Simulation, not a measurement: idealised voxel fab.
The following is a process module called voxel spacer lines.
For reference, the cross-section in this document is cut, with width 240 nm and square cells of 5 nm.
Think of the cross-section as a grid of square cells. We describe it in bands, top to bottom, and each band covers one or more rows of those cells. It is stipulated that each band's entry specify, in nanometres, the height of the top of the band and then that of its bottom, followed by the materials of the band in left-to-right sequence, each together with its width in nanometres. A single material marked by the word "full width" is understood to fill the band from edge to edge; the word "blank" is understood to denote empty space. Height reference: 0 = level under which incoming wafer is all one material. Lowest band: no bottom, runs on downward, e.g. "0 and below". With a width like "30 to 40", each row of cells in the band differs from the next by the same amount, the top row carrying the first number and the bottom row the second. You'll sometimes find "remained unchanged" written for a step, and that's the way of saying that nowhere in the cross-section did a cell change during that step. "Closed void entries": sealed empty spaces, 8 cells or more, no open way to top, listed width x height at distance, with distance from the left edge and width, height and distance in nm. Past the settings on a step's line: simulator remark, on that step. overlay nm: how far to the right of its planned place the mask lay on this masked step (negative: to the left).
## Intended process steps
1. RECEIVE [material Si]
2. CONFORMAL_DEP [material Al2O3] [thk nm 5]
3. DIRECTIONAL_DEP [material polySi] [thk nm 20]
4. DIRECTIONAL_DEP [material aC] [thk nm 25]
5. PATTERN [tone cover] [mask id MANDREL] [material resist] [width nm 15] [pitch nm 50] [thk nm 30] [overlay nm 0]
6. DIRECTIONAL_ETCH [etch materials aC] [depth nm 25]
7. STRIP [etch materials resist]
8. CONFORMAL_DEP [material SiO2] [thk nm 10]
9. DIRECTIONAL_ETCH [etch materials SiO2] [depth nm 10]
10. STRIP [etch materials aC]
11. DIRECTIONAL_ETCH [etch materials polySi] [depth nm 20]
12. STRIP [etch materials SiO2]
13. FILL_DEP [material SiO2] [thk nm 10]
14. CMP [height nm 25]
The plan's step 5 width nm is the first wafer's value; the wafers differ in this setting and start identical.
## First wafer of several, as received: cross-section after step 1
> 0 and below  Si full width
> Closed void entries: none
## First of several wafers: cross-section at the end of the module, after step 14, its last step
> 25 down to 5  SiO2 50, polySi 10, SiO2 15, polySi 10, SiO2 15, polySi 10, SiO2 15, polySi 10, SiO2 15, polySi 10, SiO2 15, polySi 10, SiO2 55
> 5 down to 0  Al2O3 full width
> 0 and below  Si full width
> Closed void entries: none
## At the end of the module, the last of several wafers in cross-section
> 25 down to 5  SiO2 45, polySi 10, SiO2 30, polySi 20, SiO2 30, polySi 20, SiO2 30, polySi 10, SiO2 45
> 5 down to 0  Al2O3 full width
> 0 and below  Si full width
> Closed void entries: none
## For your reference, the table is organized with a row per wafer; each row reflects the wafer at the end of the module, indicating for each material the cells gained (+) or lost (-) since receipt, and thereafter its closed voids
width nm 15 | +48 Al2O3 | +144 SiO2 | +48 polySi | Closed void entries: none
width nm 20 | +48 Al2O3 | +144 SiO2 | +48 polySi | Closed void entries: none
width nm 25 | +48 Al2O3 | +144 SiO2 | +48 polySi | Closed void entries: none
width nm 30 | +48 Al2O3 | +144 SiO2 | +48 polySi | Closed void entries: none
